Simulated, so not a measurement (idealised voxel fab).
The process module presented herein is designated voxel trench capacitor.
Square cell edge 5 nm, section width 285 nm, ID cut.
Cross-section spec: square-cell grid; bands listed top down; each band is one or more rows.
Within each band entry, the heights of the top and of the bottom of the band appear first, in that order and in nm; the materials of the band then follow from left to right, each with its corresponding width in nm. The designation "full width" on a single material indicates that it fills the band from edge to edge; the designation "blank" indicates empty space.
We count height from 0. Below that, the starting wafer is all one material. The lowest band never ends at the bottom but goes on down; see "from 0 down" for how that is written.
When a width is written as two numbers, as in "30 to 40", the first number is the width in the top row of cells of the band and the second is the width in its bottom row, and the width changes by the same amount from each row to the next.
Given "nothing altered" for a step, no cell of the cross-section differs between before and after that step.
Each empty space that has no open way to the top and spans at least 8 cells appears under "Voids lacking openings" as width x height at distance, the distance counted from the left edge, all in nm.
Post-settings text on a step line: simulator's own remark regarding the step.
"overlay nm" on a masked step: distance the mask lay right of its planned place, negative for left.

Steps planned for the process:
1 op RECEIVE | material Si
2 op CONFORMAL_DEP | material SiN | thk nm 10
3 op MASKED_ETCH | tone open | mask id TRENCH | width nm 15 | pitch nm 35 | etch materials SiN | depth nm 10 | overlay nm 0
4 op MASKED_ETCH | tone open | mask id TRENCH | width nm 15 | pitch nm 35 | etch materials Si | depth nm 25 | overlay nm 0
5 op CONFORMAL_DEP | material Al2O3 | thk nm 5
6 op FILL_DEP | material polySi | thk nm 10
7 op CMP | height nm 10

Wafer at receipt (post step 1), cross-section:
	from 0 down | Si full width
	Voids lacking openings: none

Post-module cross-section: identical start and plan to those above, one misstep in execution:
	from 10 to 0 | SiN 115 nm | Al2O3 5 nm | polySi 5 nm | Al2O3 5 nm | SiN 20 nm | Al2O3 5 nm | polySi 5 nm | Al2O3 5 nm | SiN 120 nm
	from 0 to -45 | Si 115 nm | Al2O3 5 nm | polySi 5 nm | Al2O3 5 nm | Si 20 nm | Al2O3 5 nm | polySi 5 nm | Al2O3 5 nm | Si 120 nm
	from -45 to -50 | Si 115 nm | Al2O3 15 nm | Si 20 nm | Al2O3 15 nm | Si 120 nm
	from -50 down | Si full width
	Voids lacking openings: none
what went wrong: plan step 4 was twice executed
